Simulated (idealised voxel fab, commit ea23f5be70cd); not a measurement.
This section sets out a process module, namely voxel gate over fins.
Pictured: cross-section cut, 275 nm wide, on a grid of 5 nm square cells.
Format of a cross-section: grid, square cells. Given as bands. Order: top down. Band: one or more rows of cells. The band entry comprises the height of the band's top followed by the height of its bottom, expressed in nm, and subsequently the band's materials from left to right, each stated together with its width in nm. Where a single material is marked with the word "full width", that material fills the band from edge to edge. The word "air" represents empty space. All heights in this document are referenced to 0, defined as the level beneath which the wafer, as received, consists entirely of one material. The lowest band is not bounded below; it extends indefinitely downward and is written in the form "z 0 and below". A width such as "30->40" changes by the same amount from each row of cells to the next, from the band's top row to its bottom row. For the purposes of this document, the phrase "left unchanged" attached to a step denotes that no cell within the cross-section was modified by that step. What "Sealed voids" gives you is every empty space of 8 cells or more that is cut off from the top. Each appears as width x height at distance, with the distance taken from the left edge and width, height and distance all in nm. Note: text after step settings on the step line = simulator remark on that step. A step's line can hold "overlay nm"; with a mask on that step, the setting says how far right of the planned place the mask lay, while a negative setting says it lay to the left.

List of planned process steps
- 1: RECEIVE with material Si
- 2: CONFORMAL_DEP with material SiN, thk nm 10
- 3: MASKED_ETCH with tone cover, mask id FINS, width nm 15, pitch nm 40, etch materials SiN, depth nm 10, overlay nm 0
- 4: MASKED_ETCH with tone cover, mask id FINS, width nm 15, pitch nm 40, etch materials Si, depth nm 30, overlay nm 0
- 5: OXIDIZE with depth nm 5
- 6: FILL_DEP with material SiO2, thk nm 10
- 7: CMP with height nm 10
- 8: SELECTIVE_ETCH with etch materials SiO2, depth nm 25
- 9: STRIP with etch materials SiN
- 10: CONFORMAL_DEP with material HfO2, thk nm 5
- 11: CONFORMAL_DEP with material TiN, thk nm 5
- 12: FILL_DEP with material W, thk nm 10
- 13: CMP with height nm 15
- 14: CONFORMAL_DEP with material SiCN, thk nm 10

The first of the two wafers, which ran as planned

Cross-section of the wafer upon arrival, representing the state reached after step 1
    z 0 and below = Si full width
    Sealed voids: none

Wafer section view after processing step 2
    z 10 to 0 = SiN full width
    Beneath the level 0, the cross-section is identical to its previous state.

Wafer section view after processing step 3
    z 10 to 0 = air=110  SiN=15  air=25  SiN=15  air=110
    Beneath the level 0, the cross-section is identical to its previous state.

Wafer section view after processing step 4
    z 10 to 0 = air=110  SiN=15  air=25  SiN=15  air=110
    z 0 to -30 = air=110  Si=15  air=25  Si=15  air=110
    Beneath the level -30, the cross-section is identical to its previous state.

Wafer section view after processing step 5
    z 10 to 0 = air=110  SiN=15  air=25  SiN=15  air=110
    z 0 to -30 = air=110  SiO2=5  Si=5  SiO2=5  air=25  SiO2=5  Si=5  SiO2=5  air=110
    z -30 to -35 = SiO2=115  Si=5  SiO2=35  Si=5  SiO2=115
    Beneath the level -35, the cross-section is identical to its previous state.

Wafer section view after processing step 6
    z 20 to 10 = SiO2 full width
    z 10 to 0 = SiO2=110  SiN=15  SiO2=25  SiN=15  SiO2=110
    z 0 to -35 = SiO2=115  Si=5  SiO2=35  Si=5  SiO2=115
    Beneath the level -35, the cross-section is identical to its previous state.

Wafer section view after processing step 7
    z 10 to 0 = SiO2=110  SiN=15  SiO2=25  SiN=15  SiO2=110
    Beneath the level 0, the cross-section is identical to its previous state.

Wafer section view after processing step 8
    z 10 to 0 = air=110  SiN=15  air=25  SiN=15  air=110
    z 0 to -15 = air=115  Si=5  air=35  Si=5  air=115
    Beneath the level -15, the cross-section is identical to its previous state.

Wafer section view after processing step 9
    z 0 to -15 = air=115  Si=5  air=35  Si=5  air=115
    Beneath the level -15, the cross-section is identical to its previous state.

Wafer section view after processing step 10
    z 5 to 0 = air=110  HfO2=15  air=25  HfO2=15  air=110
    z 0 to -10 = air=110  HfO2=5  Si=5  HfO2=5  air=25  HfO2=5  Si=5  HfO2=5  air=110
    z -10 to -15 = HfO2=115  Si=5  HfO2=35  Si=5  HfO2=115
    Beneath the level -15, the cross-section is identical to its previous state.

Wafer section view after processing step 11
    z 10 to 5 = air=105  TiN=25  air=15  TiN=25  air=105
    z 5 to 0 = air=105  TiN=5  HfO2=15  TiN=5  air=15  TiN=5  HfO2=15  TiN=5  air=105
    z 0 to -5 = air=105  TiN=5  HfO2=5  Si=5  HfO2=5  TiN=5  air=15  TiN=5  HfO2=5  Si=5  HfO2=5  TiN=5  air=105
    z -5 to -10 = TiN=110  HfO2=5  Si=5  HfO2=5  TiN=25  HfO2=5  Si=5  HfO2=5  TiN=110
    Beneath the level -10, the cross-section is identical to its previous state.

Wafer section view after processing step 12
    z 20 to 10 = W full width
    z 10 to 5 = W=105  TiN=25  W=15  TiN=25  W=105
    z 5 to 0 = W=105  TiN=5  HfO2=15  TiN=5  W=15  TiN=5  HfO2=15  TiN=5  W=105
    z 0 to -5 = W=105  TiN=5  HfO2=5  Si=5  HfO2=5  TiN=5  W=15  TiN=5  HfO2=5  Si=5  HfO2=5  TiN=5  W=105
    Beneath the level -5, the cross-section is identical to its previous state.

Wafer section view after processing step 13
    z 15 to 10 = W full width
    Beneath the level 10, the cross-section is identical to its previous state.

Wafer section view after processing step 14
    z 25 to 15 = SiCN full width
    Beneath the level 15, the cross-section is identical to its previous state.

It is to be noted that the second wafer proceeded from the same initial state and according to the same plan as the first, although one mistake was committed in its execution; through step 9, inclusive, the two wafers share an identical history

Cross-section: second wafer, time at which step 10 was scheduled to end
    z 5 to 0 = air=110  TiN=15  air=25  TiN=15  air=110
    z 0 to -10 = air=110  TiN=5  Si=5  TiN=5  air=25  TiN=5  Si=5  TiN=5  air=110
    z -10 to -15 = TiN=115  Si=5  TiN=35  Si=5  TiN=115
    Beneath the level -15, the cross-section is identical to its previous state.

Cross-section: second wafer, time at which step 11 was scheduled to end
    z 10 to 5 = air=105  HfO2=25  air=15  HfO2=25  air=105
    z 5 to 0 = air=105  HfO2=5  TiN=15  HfO2=5  air=15  HfO2=5  TiN=15  HfO2=5  air=105
    z 0 to -5 = air=105  HfO2=5  TiN=5  Si=5  TiN=5  HfO2=5  air=15  HfO2=5  TiN=5  Si=5  TiN=5  HfO2=5  air=105
    z -5 to -10 = HfO2=110  TiN=5  Si=5  TiN=5  HfO2=25  TiN=5  Si=5  TiN=5  HfO2=110
    Beneath the level -10, the cross-section is identical to its previous state.

Cross-section: second wafer, time at which step 12 was scheduled to end
    z 20 to 10 = W full width
    z 10 to 5 = W=105  HfO2=25  W=15  HfO2=25  W=105
    z 5 to 0 = W=105  HfO2=5  TiN=15  HfO2=5  W=15  HfO2=5  TiN=15  HfO2=5  W=105
    z 0 to -5 = W=105  HfO2=5  TiN=5  Si=5  TiN=5  HfO2=5  W=15  HfO2=5  TiN=5  Si=5  TiN=5  HfO2=5  W=105
    Beneath the level -5, the cross-section is identical to its previous state.

Cross-section: second wafer, time at which step 13 was scheduled to end
    z 15 to 10 = W full width
    Beneath the level 10, the cross-section is identical to its previous state.

Cross-section: second wafer, time at which step 14 was scheduled to end
    z 25 to 15 = SiCN full width
    Beneath the level 15, the cross-section is identical to its previous state.
What went wrong in running the wafer? swap of plan steps 10 and 11 during execution
Upon completion, the cell count for each material on the second wafer equals that on the first, whereas the spatial distribution of those cells differs.
